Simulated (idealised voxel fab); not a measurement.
process module | voxel gate over fins
cross-section cut | 155 nm wide | cells 5 nm
A cross-section is a grid of square cells, given in bands from the top down. A band is one or more rows of cells.
Each band's line starts with the height of the band's top and of its bottom, in nm. Then come its materials from left to right, each with its width in nm. One material with "throughout" fills the band from edge to edge. "air" is empty space.
Height 0 is the level under which the wafer as received is all one material. The lowest band goes on downwards, as in "0 down".
A width such as "30 to 40" changes by the same amount from each row of cells to the next, from the band's top row to its bottom row.
"no change" after a step means that no cell of the cross-section changed.
closed voids: empty space of 8 cells or more with no open way to the top, each as width x height at its distance from the left edge, in nm
after a step's settings: what the simulator itself notes on the step
overlay nm, on a step with a mask: how far to the right of its planned place the mask lay; to the left if negative
plan
1 op RECEIVE | material Si
2 op CONFORMAL_DEP | material SiN | thk nm 10
3 op DIRECTIONAL_DEP | material aC | thk nm 15
4 op PATTERN | tone cover | mask id FINS | material resist | width nm 15 | pitch nm 50 | thk nm 35 | overlay nm 0
5 op DIRECTIONAL_ETCH | etch materials aC | depth nm 15
6 op STRIP | etch materials resist
7 op DIRECTIONAL_ETCH | etch materials SiN | depth nm 10
8 op DIRECTIONAL_ETCH | etch materials Si | depth nm 35
9 op STRIP | etch materials aC
10 op FILL_DEP | material SiO2 | thk nm 5
11 op CMP | height nm 10
12 op DIRECTIONAL_DEP | material aC | thk nm 10
13 op PATTERN | tone open | mask id RAIL | material resist | width nm 15 | thk nm 30 | overlay nm 0
14 op DIRECTIONAL_ETCH | etch materials aC | depth nm 10
15 op STRIP | etch materials resist
16 op DIRECTIONAL_ETCH | etch materials SiO2 | depth nm 40
17 op STRIP | etch materials aC
18 op CONFORMAL_DEP | material TiN | thk nm 5
19 op FILL_DEP | material W | thk nm 5
20 op CMP | height nm 10
21 op SELECTIVE_ETCH | etch materials W Ru TiN | depth nm 25
22 op FILL_DEP | material SiO2 | thk nm 5
23 op CMP | height nm 10
24 op SELECTIVE_ETCH | etch materials SiO2 | depth nm 20
25 op STRIP | etch materials SiN
26 op CONFORMAL_DEP | material HfO2 | thk nm 5
27 op CONFORMAL_DEP | material TiN | thk nm 5
28 op FILL_DEP | material W | thk nm 15
29 op CMP | height nm 20
30 op CONFORMAL_DEP | material SiN | thk nm 10
first wafer, as planned
as received, after step 1
  0 down: Si throughout
  closed voids: none
after step 2
  10 to 0: SiN throughout
  below 0: unchanged
after step 3
  25 to 10: aC throughout
  below 10: unchanged
after step 4
  60 to 25: air 20 | resist 15 | air 35 | resist 15 | air 35 | resist 15 | air 20
  below 25: unchanged
after step 5
  45 to 25: air 20 | resist 15 | air 35 | resist 15 | air 35 | resist 15 | air 20
  25 to 10: air 20 | aC 15 | air 35 | aC 15 | air 35 | aC 15 | air 20
  below 10: unchanged
after step 6
  25 to 10: air 20 | aC 15 | air 35 | aC 15 | air 35 | aC 15 | air 20
  below 10: unchanged
after step 7
  25 to 10: air 20 | aC 15 | air 35 | aC 15 | air 35 | aC 15 | air 20
  10 to 0: air 20 | SiN 15 | air 35 | SiN 15 | air 35 | SiN 15 | air 20
  below 0: unchanged
after step 8
  25 to 10: air 20 | aC 15 | air 35 | aC 15 | air 35 | aC 15 | air 20
  10 to 0: air 20 | SiN 15 | air 35 | SiN 15 | air 35 | SiN 15 | air 20
  0 to -35: air 20 | Si 15 | air 35 | Si 15 | air 35 | Si 15 | air 20
  below -35: unchanged
after step 9
  10 to 0: air 20 | SiN 15 | air 35 | SiN 15 | air 35 | SiN 15 | air 20
  below 0: unchanged
after step 10
  15 to 10: SiO2 throughout
  10 to 0: SiO2 20 | SiN 15 | SiO2 35 | SiN 15 | SiO2 35 | SiN 15 | SiO2 20
  0 to -35: SiO2 20 | Si 15 | SiO2 35 | Si 15 | SiO2 35 | Si 15 | SiO2 20
  below -35: unchanged
after step 11
  10 to 0: SiO2 20 | SiN 15 | SiO2 35 | SiN 15 | SiO2 35 | SiN 15 | SiO2 20
  below 0: unchanged
after step 12
  20 to 10: aC throughout
  below 10: unchanged
after step 13
  50 to 20: resist 45 | air 15 | resist 95
  below 20: unchanged
after step 14
  40 to 20: resist 45 | air 15 | resist 95
  20 to 10: aC 45 | air 15 | aC 95
  below 10: unchanged
after step 15
  20 to 10: aC 45 | air 15 | aC 95
  below 10: unchanged
after step 16
  20 to 10: aC 45 | air 15 | aC 95
  10 to 0: SiO2 20 | SiN 15 | SiO2 10 | air 15 | SiO2 10 | SiN 15 | SiO2 35 | SiN 15 | SiO2 20
  0 to -30: SiO2 20 | Si 15 | SiO2 10 | air 15 | SiO2 10 | Si 15 | SiO2 35 | Si 15 | SiO2 20
  below -30: unchanged
after step 17
  10 to 0: SiO2 20 | SiN 15 | SiO2 10 | air 15 | SiO2 10 | SiN 15 | SiO2 35 | SiN 15 | SiO2 20
  below 0: unchanged
after step 18
  15 to 10: TiN 50 | air 5 | TiN 100
  10 to 0: SiO2 20 | SiN 15 | SiO2 10 | TiN 5 | air 5 | TiN 5 | SiO2 10 | SiN 15 | SiO2 35 | SiN 15 | SiO2 20
  0 to -25: SiO2 20 | Si 15 | SiO2 10 | TiN 5 | air 5 | TiN 5 | SiO2 10 | Si 15 | SiO2 35 | Si 15 | SiO2 20
  -25 to -30: SiO2 20 | Si 15 | SiO2 10 | TiN 15 | SiO2 10 | Si 15 | SiO2 35 | Si 15 | SiO2 20
  below -30: unchanged
after step 19
  20 to 15: W throughout
  15 to 10: TiN 50 | W 5 | TiN 100
  10 to 0: SiO2 20 | SiN 15 | SiO2 10 | TiN 5 | W 5 | TiN 5 | SiO2 10 | SiN 15 | SiO2 35 | SiN 15 | SiO2 20
  0 to -25: SiO2 20 | Si 15 | SiO2 10 | TiN 5 | W 5 | TiN 5 | SiO2 10 | Si 15 | SiO2 35 | Si 15 | SiO2 20
  below -25: unchanged
after step 20
  10 to 0: SiO2 20 | SiN 15 | SiO2 10 | TiN 5 | W 5 | TiN 5 | SiO2 10 | SiN 15 | SiO2 35 | SiN 15 | SiO2 20
  below 0: unchanged
after step 21
  10 to 0: SiO2 20 | SiN 15 | SiO2 10 | air 15 | SiO2 10 | SiN 15 | SiO2 35 | SiN 15 | SiO2 20
  0 to -15: SiO2 20 | Si 15 | SiO2 10 | air 15 | SiO2 10 | Si 15 | SiO2 35 | Si 15 | SiO2 20
  below -15: unchanged
after step 22
  15 to 10: SiO2 throughout
  10 to 0: SiO2 20 | SiN 15 | SiO2 35 | SiN 15 | SiO2 35 | SiN 15 | SiO2 20
  0 to -15: SiO2 20 | Si 15 | SiO2 35 | Si 15 | SiO2 35 | Si 15 | SiO2 20
  below -15: unchanged
after step 23
  10 to 0: SiO2 20 | SiN 15 | SiO2 35 | SiN 15 | SiO2 35 | SiN 15 | SiO2 20
  below 0: unchanged
after step 24
  10 to 0: air 20 | SiN 15 | air 35 | SiN 15 | air 35 | SiN 15 | air 20
  0 to -10: air 20 | Si 15 | air 35 | Si 15 | air 35 | Si 15 | air 20
  below -10: unchanged
after step 25
  0 to -10: air 20 | Si 15 | air 35 | Si 15 | air 35 | Si 15 | air 20
  below -10: unchanged
after step 26
  5 to 0: air 15 | HfO2 25 | air 25 | HfO2 25 | air 25 | HfO2 25 | air 15
  0 to -5: air 15 | HfO2 5 | Si 15 | HfO2 5 | air 25 | HfO2 5 | Si 15 | HfO2 5 | air 25 | HfO2 5 | Si 15 | HfO2 5 | air 15
  -5 to -10: HfO2 20 | Si 15 | HfO2 35 | Si 15 | HfO2 35 | Si 15 | HfO2 20
  below -10: unchanged
after step 27
  10 to 5: air 10 | TiN 35 | air 15 | TiN 35 | air 15 | TiN 35 | air 10
  5 to 0: air 10 | TiN 5 | HfO2 25 | TiN 5 | air 15 | TiN 5 | HfO2 25 | TiN 5 | air 15 | TiN 5 | HfO2 25 | TiN 5 | air 10
  0 to -5: TiN 15 | HfO2 5 | Si 15 | HfO2 5 | TiN 25 | HfO2 5 | Si 15 | HfO2 5 | TiN 25 | HfO2 5 | Si 15 | HfO2 5 | TiN 15
  below -5: unchanged
after step 28
  25 to 10: W throughout
  10 to 5: W 10 | TiN 35 | W 15 | TiN 35 | W 15 | TiN 35 | W 10
  5 to 0: W 10 | TiN 5 | HfO2 25 | TiN 5 | W 15 | TiN 5 | HfO2 25 | TiN 5 | W 15 | TiN 5 | HfO2 25 | TiN 5 | W 10
  below 0: unchanged
after step 29
  20 to 10: W throughout
  below 10: unchanged
after step 30
  30 to 20: SiN throughout
  below 20: unchanged
second wafer: like start, like plan, one mistake. Through step 12 it matches the first wafer
when step 13 should have ended
  50 to 20: resist 40 | air 15 | resist 100
  below 20: unchanged
when step 14 should have ended
  40 to 20: resist 40 | air 15 | resist 100
  20 to 10: aC 40 | air 15 | aC 100
  below 10: unchanged
when step 15 should have ended
  20 to 10: aC 40 | air 15 | aC 100
  below 10: unchanged
when step 16 should have ended
  20 to 10: aC 40 | air 15 | aC 100
  10 to 0: SiO2 20 | SiN 15 | SiO2 5 | air 15 | SiO2 15 | SiN 15 | SiO2 35 | SiN 15 | SiO2 20
  0 to -30: SiO2 20 | Si 15 | SiO2 5 | air 15 | SiO2 15 | Si 15 | SiO2 35 | Si 15 | SiO2 20
  below -30: unchanged
when step 17 should have ended
  10 to 0: SiO2 20 | SiN 15 | SiO2 5 | air 15 | SiO2 15 | SiN 15 | SiO2 35 | SiN 15 | SiO2 20
  below 0: unchanged
when step 18 should have ended
  15 to 10: TiN 45 | air 5 | TiN 105
  10 to 0: SiO2 20 | SiN 15 | SiO2 5 | TiN 5 | air 5 | TiN 5 | SiO2 15 | SiN 15 | SiO2 35 | SiN 15 | SiO2 20
  0 to -25: SiO2 20 | Si 15 | SiO2 5 | TiN 5 | air 5 | TiN 5 | SiO2 15 | Si 15 | SiO2 35 | Si 15 | SiO2 20
  -25 to -30: SiO2 20 | Si 15 | SiO2 5 | TiN 15 | SiO2 15 | Si 15 | SiO2 35 | Si 15 | SiO2 20
  below -30: unchanged
when step 19 should have ended
  20 to 15: W throughout
  15 to 10: TiN 45 | W 5 | TiN 105
  10 to 0: SiO2 20 | SiN 15 | SiO2 5 | TiN 5 | W 5 | TiN 5 | SiO2 15 | SiN 15 | SiO2 35 | SiN 15 | SiO2 20
  0 to -25: SiO2 20 | Si 15 | SiO2 5 | TiN 5 | W 5 | TiN 5 | SiO2 15 | Si 15 | SiO2 35 | Si 15 | SiO2 20
  below -25: unchanged
when step 20 should have ended
  10 to 0: SiO2 20 | SiN 15 | SiO2 5 | TiN 5 | W 5 | TiN 5 | SiO2 15 | SiN 15 | SiO2 35 | SiN 15 | SiO2 20
  below 0: unchanged
when step 21 should have ended
  10 to 0: SiO2 20 | SiN 15 | SiO2 5 | air 15 | SiO2 15 | SiN 15 | SiO2 35 | SiN 15 | SiO2 20
  0 to -15: SiO2 20 | Si 15 | SiO2 5 | air 15 | SiO2 15 | Si 15 | SiO2 35 | Si 15 | SiO2 20
  below -15: unchanged
when step 22 should have ended
  15 to 10: SiO2 throughout
  10 to 0: SiO2 20 | SiN 15 | SiO2 35 | SiN 15 | SiO2 35 | SiN 15 | SiO2 20
  0 to -15: SiO2 20 | Si 15 | SiO2 35 | Si 15 | SiO2 35 | Si 15 | SiO2 20
  below -15: unchanged
when step 23 should have ended
  10 to 0: SiO2 20 | SiN 15 | SiO2 35 | SiN 15 | SiO2 35 | SiN 15 | SiO2 20
  below 0: unchanged
when step 24 should have ended
  10 to 0: air 20 | SiN 15 | air 35 | SiN 15 | air 35 | SiN 15 | air 20
  0 to -10: air 20 | Si 15 | air 35 | Si 15 | air 35 | Si 15 | air 20
  below -10: unchanged
when step 25 should have ended
  0 to -10: air 20 | Si 15 | air 35 | Si 15 | air 35 | Si 15 | air 20
  below -10: unchanged
when step 26 should have ended
  5 to 0: air 15 | HfO2 25 | air 25 | HfO2 25 | air 25 | HfO2 25 | air 15
  0 to -5: air 15 | HfO2 5 | Si 15 | HfO2 5 | air 25 | HfO2 5 | Si 15 | HfO2 5 | air 25 | HfO2 5 | Si 15 | HfO2 5 | air 15
  -5 to -10: HfO2 20 | Si 15 | HfO2 35 | Si 15 | HfO2 35 | Si 15 | HfO2 20
  below -10: unchanged
when step 27 should have ended
  10 to 5: air 10 | TiN 35 | air 15 | TiN 35 | air 15 | TiN 35 | air 10
  5 to 0: air 10 | TiN 5 | HfO2 25 | TiN 5 | air 15 | TiN 5 | HfO2 25 | TiN 5 | air 15 | TiN 5 | HfO2 25 | TiN 5 | air 10
  0 to -5: TiN 15 | HfO2 5 | Si 15 | HfO2 5 | TiN 25 | HfO2 5 | Si 15 | HfO2 5 | TiN 25 | HfO2 5 | Si 15 | HfO2 5 | TiN 15
  below -5: unchanged
when step 28 should have ended
  25 to 10: W throughout
  10 to 5: W 10 | TiN 35 | W 15 | TiN 35 | W 15 | TiN 35 | W 10
  5 to 0: W 10 | TiN 5 | HfO2 25 | TiN 5 | W 15 | TiN 5 | HfO2 25 | TiN 5 | W 15 | TiN 5 | HfO2 25 | TiN 5 | W 10
  below 0: unchanged
when step 29 should have ended
  20 to 10: W throughout
  below 10: unchanged
when step 30 should have ended
  30 to 20: SiN throughout
  below 20: unchanged
what went wrong: step 13 ran as: op PATTERN | tone open | mask id RAIL | material resist | width nm 15 | thk nm 30 | overlay nm -5
at the end the second wafer has, in cells: as many of each material as the first, in other places
